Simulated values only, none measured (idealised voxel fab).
Module name: voxel self aligned contacts (process module)
Displayed cross-section: cut, width of 285 nm, square cells sized 5 nm.
Reading order for cross-sections: top band down to bottom band. Underlying form: a grid of square cells. Band size: one or more rows of cells.
The entry gives the band's vertical extent as a top height and a bottom height in nm, then its horizontal make-up as materials from left to right, each with a width in nm. "air" stands for empty space; a single material marked "all across" fills the band edge to edge.
For the purposes of this specification, 0 denotes the height below which the wafer in its as-received condition is composed wholly of one material, and the lowermost band, lacking a lower limit, extends downward without end, as expressed in "top 0, no bottom".
A two-number width, for instance "30 to 40", indicates that the width is equal to the first number in the top row of the band and to the second number in the bottom row, and that it changes by a constant amount per row of cells.
Reading "left unchanged" for a step: not a cell of the cross-section changed in it.
"Internal closed voids" lists enclosed empty spaces (at least 8 cells, no open path upward to the top), each as width x height at distance from the left edge, in nm.
Heads up: the bit after the settings on a step's line is the simulator's remark on that step.
The line of a step may include "overlay nm". On a step with a mask, this value is how far to the right of its planned place the mask lay. A negative value means the mask lay to the left.
# This section lists the process steps that were planned
1: RECEIVE: material Si
2: OXIDIZE: depth nm 5
3: DIRECTIONAL_DEP: material polySi, thk nm 20
4: DIRECTIONAL_DEP: material SiN, thk nm 20
5: DIRECTIONAL_DEP: material aC, thk nm 10
6: PATTERN: tone cover, mask id GATE, material resist, width nm 25, pitch nm 55, thk nm 30, overlay nm 0
7: DIRECTIONAL_ETCH: etch materials aC, depth nm 10
8: STRIP: etch materials resist
9: DIRECTIONAL_ETCH: etch materials SiN, depth nm 20
10: DIRECTIONAL_ETCH: etch materials polySi, depth nm 20
11: STRIP: etch materials aC
12: CONFORMAL_DEP: material SiN, thk nm 5
13: DIRECTIONAL_ETCH: etch materials SiN, depth nm 5
14: FILL_DEP: material SiO2, thk nm 10
15: CMP: height nm 45
16: PATTERN: tone open, mask id CONTACT, material resist, width nm 40, pitch nm 55, thk nm 15, overlay nm 0
17: DIRECTIONAL_ETCH: etch materials SiO2, depth nm 50
18: STRIP: etch materials resist
19: CONFORMAL_DEP: material TiN, thk nm 5
20: FILL_DEP: material W, thk nm 5
21: CMP: height nm 45
22: CONFORMAL_DEP: material SiCN, thk nm 5
# Cross-section: wafer on arrival = after step 1
  top 0, no bottom  Si all across
  Internal closed voids: none
# Cross-section: first of two wafers, module finished, run according to plan
  top 50, bottom 45  SiCN all across
  top 45, bottom 40  SiO2 95  TiN 15  W 10  TiN 15  SiO2 15  TiN 15  W 10  TiN 15  SiO2 95
  top 40, bottom 20  SiO2 70  SiN 35  TiN 5  W 10  TiN 5  SiN 35  TiN 5  W 10  TiN 5  SiN 35  SiO2 70
  top 20, bottom 0  SiO2 70  SiN 5  polySi 25  SiN 5  TiN 5  W 10  TiN 5  SiN 5  polySi 25  SiN 5  TiN 5  W 10  TiN 5  SiN 5  polySi 25  SiN 5  SiO2 70
  top 0, bottom -5  SiO2 105  TiN 20  SiO2 35  TiN 20  SiO2 105
  top -5, no bottom  Si all across
  Internal closed voids: none
# Cross-sectional image of the second wafer of the two following completion of the module. Starting state and process plan were the same as for the first wafer; one execution error occurred
  top 50, bottom 45  SiCN all across
  top 45, bottom 40  SiO2 70  polySi 35  TiN 5  W 10  TiN 5  polySi 35  TiN 5  W 10  TiN 5  polySi 35  SiO2 70
  top 40, bottom 20  SiO2 70  polySi 5  SiN 25  polySi 5  TiN 5  W 10  TiN 5  polySi 5  SiN 25  polySi 5  TiN 5  W 10  TiN 5  polySi 5  SiN 25  polySi 5  SiO2 70
  top 20, bottom 10  SiO2 70  polySi 35  TiN 5  W 10  TiN 5  polySi 35  TiN 5  W 10  TiN 5  polySi 35  SiO2 70
  top 10, bottom 5  SiO2 70  polySi 35  TiN 20  polySi 35  TiN 20  polySi 35  SiO2 70
  top 5, bottom 0  polySi all across
  top 0, bottom -5  SiO2 all across
  top -5, no bottom  Si all across
  Internal closed voids: none
Here's what went sideways: it should be noted that step 12 was executed with settings other than those planned, the operation and settings actually applied being CONFORMAL_DEP: material polySi, thk nm 5
FYI, end of process, the second wafer has more or fewer cells of some materials than the first: 48 fewer of SiN, 33 fewer of SiO2, 16 fewer of TiN, 8 fewer of W, 105 more of polySi
